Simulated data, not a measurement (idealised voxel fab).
The following process module bears the name voxel gate over fins.
The width of the displayed cross-section, cut, is 230 nm; its cells are square, with a size of 5 nm.
Notation: cross-section as square-cell grid; stated in bands, top first, going down; one or more cell rows per band.
First you get the band's top height and its bottom height, in nm, and then the materials it's made of, left to right, with each width in nm. If you see a single material with "edge to edge", that one covers the band edge to edge. "empty" is empty space.
Note: height 0 marks the level under which the wafer is uniformly one material as received. Lowest band unbounded below, written "0 nm and below".
The width entry "30 to 40" should be interpreted row by row: the top row of cells in the band takes the first number, the bottom row takes the second number, and the change between adjacent rows is uniform throughout.
Where a step carries "changes: none", the cross-section came out of it unchanged, cell for cell.
You'll see "Enclosed internal cavities" listing empty spaces that have no way open to the top, as long as they're 8 cells or more; the notation is width x height at distance, where the distance is from the left edge, and all of it is in nm.
On each step's line, the part that comes after the settings is the simulator's own comment on the step.
The "overlay nm" setting may appear on a step's line; for a step that uses a mask, it gives how far to the right of its planned position the mask lay, and a negative value indicates the left.
[plan]
1 op RECEIVE | material Si
2 op CONFORMAL_DEP | material SiN | thk nm 5
3 op DIRECTIONAL_DEP | material aC | thk nm 15
4 op PATTERN | tone cover | mask id FINS | material resist | width nm 15 | pitch nm 45 | thk nm 30 | overlay nm 0
5 op DIRECTIONAL_ETCH | etch materials aC | depth nm 15
6 op STRIP | etch materials resist
7 op DIRECTIONAL_ETCH | etch materials SiN | depth nm 5
8 op DIRECTIONAL_ETCH | etch materials Si | depth nm 40
9 op STRIP | etch materials aC
10 op OXIDIZE | depth nm 5
11 op FILL_DEP | material SiO2 | thk nm 15
12 op CMP | height nm 5
13 op SELECTIVE_ETCH | etch materials SiO2 | depth nm 15
14 op STRIP | etch materials SiN
15 op CONFORMAL_DEP | material HfO2 | thk nm 5
16 op CONFORMAL_DEP | material TiN | thk nm 5
17 op CONFORMAL_DEP | material TiAl | thk nm 5
18 op CONFORMAL_DEP | material TiN | thk nm 5
19 op FILL_DEP | material W | thk nm 10
20 op CMP | height nm 25
21 op CONFORMAL_DEP | material SiN | thk nm 10
[Shown in cross-section is the wafer as received, that is, as it stands after step 1]
	0 nm and below = Si edge to edge
	Enclosed internal cavities: none
[Cross-section taken at module completion on the first of two wafers; processed per the plan]
	35 nm to 25 nm = SiN edge to edge
	25 nm to 20 nm = W edge to edge
	20 nm to 15 nm = W=25, TiN=180, W=25
	15 nm to 10 nm = W=25, TiN=5, TiAl=35, TiN=10, TiAl=35, TiN=10, TiAl=35, TiN=10, TiAl=35, TiN=5, W=25
	10 nm to 5 nm = TiN=30, TiAl=5, TiN=25, TiAl=5, TiN=10, TiAl=5, TiN=25, TiAl=5, TiN=10, TiAl=5, TiN=25, TiAl=5, TiN=10, TiAl=5, TiN=25, TiAl=5, TiN=30
	5 nm to 0 nm = TiAl=35, TiN=5, HfO2=15, TiN=5, TiAl=20, TiN=5, HfO2=15, TiN=5, TiAl=20, TiN=5, HfO2=15, TiN=5, TiAl=20, TiN=5, HfO2=15, TiN=5, TiAl=35
	0 nm to -5 nm = TiN=40, HfO2=5, Si=5, HfO2=5, TiN=30, HfO2=5, Si=5, HfO2=5, TiN=30, HfO2=5, Si=5, HfO2=5, TiN=30, HfO2=5, Si=5, HfO2=5, TiN=40
	-5 nm to -10 nm = HfO2=45, Si=5, HfO2=40, Si=5, HfO2=40, Si=5, HfO2=40, Si=5, HfO2=45
	-10 nm to -45 nm = SiO2=45, Si=5, SiO2=40, Si=5, SiO2=40, Si=5, SiO2=40, Si=5, SiO2=45
	-45 nm and below = Si edge to edge
	Enclosed internal cavities: none
[So this is wafer number two of the two, cut at the end of the module - it started where the first did and had the same plan, we just got one thing wrong running it]
	30 nm to 25 nm = SiN edge to edge
	25 nm to 20 nm = W edge to edge
	20 nm to 15 nm = W=25, TiN=180, W=25
	15 nm to 10 nm = W=25, TiN=5, TiAl=35, TiN=10, TiAl=35, TiN=10, TiAl=35, TiN=10, TiAl=35, TiN=5, W=25
	10 nm to 5 nm = TiN=30, TiAl=5, TiN=25, TiAl=5, TiN=10, TiAl=5, TiN=25, TiAl=5, TiN=10, TiAl=5, TiN=25, TiAl=5, TiN=10, TiAl=5, TiN=25, TiAl=5, TiN=30
	5 nm to 0 nm = TiAl=35, TiN=5, HfO2=15, TiN=5, TiAl=20, TiN=5, HfO2=15, TiN=5, TiAl=20, TiN=5, HfO2=15, TiN=5, TiAl=20, TiN=5, HfO2=15, TiN=5, TiAl=35
	0 nm to -5 nm = TiN=40, HfO2=5, Si=5, HfO2=5, TiN=30, HfO2=5, Si=5, HfO2=5, TiN=30, HfO2=5, Si=5, HfO2=5, TiN=30, HfO2=5, Si=5, HfO2=5, TiN=40
	-5 nm to -10 nm = HfO2=45, Si=5, HfO2=40, Si=5, HfO2=40, Si=5, HfO2=40, Si=5, HfO2=45
	-10 nm to -45 nm = SiO2=45, Si=5, SiO2=40, Si=5, SiO2=40, Si=5, SiO2=40, Si=5, SiO2=45
	-45 nm and below = Si edge to edge
	Enclosed internal cavities: none
Plan not followed: step 21 did not happen as planned, as run it was op CONFORMAL_DEP | material SiN | thk nm 5
Wafer comparison, final, in cells, second relative to first, materials more or fewer: SiN: 46 fewer
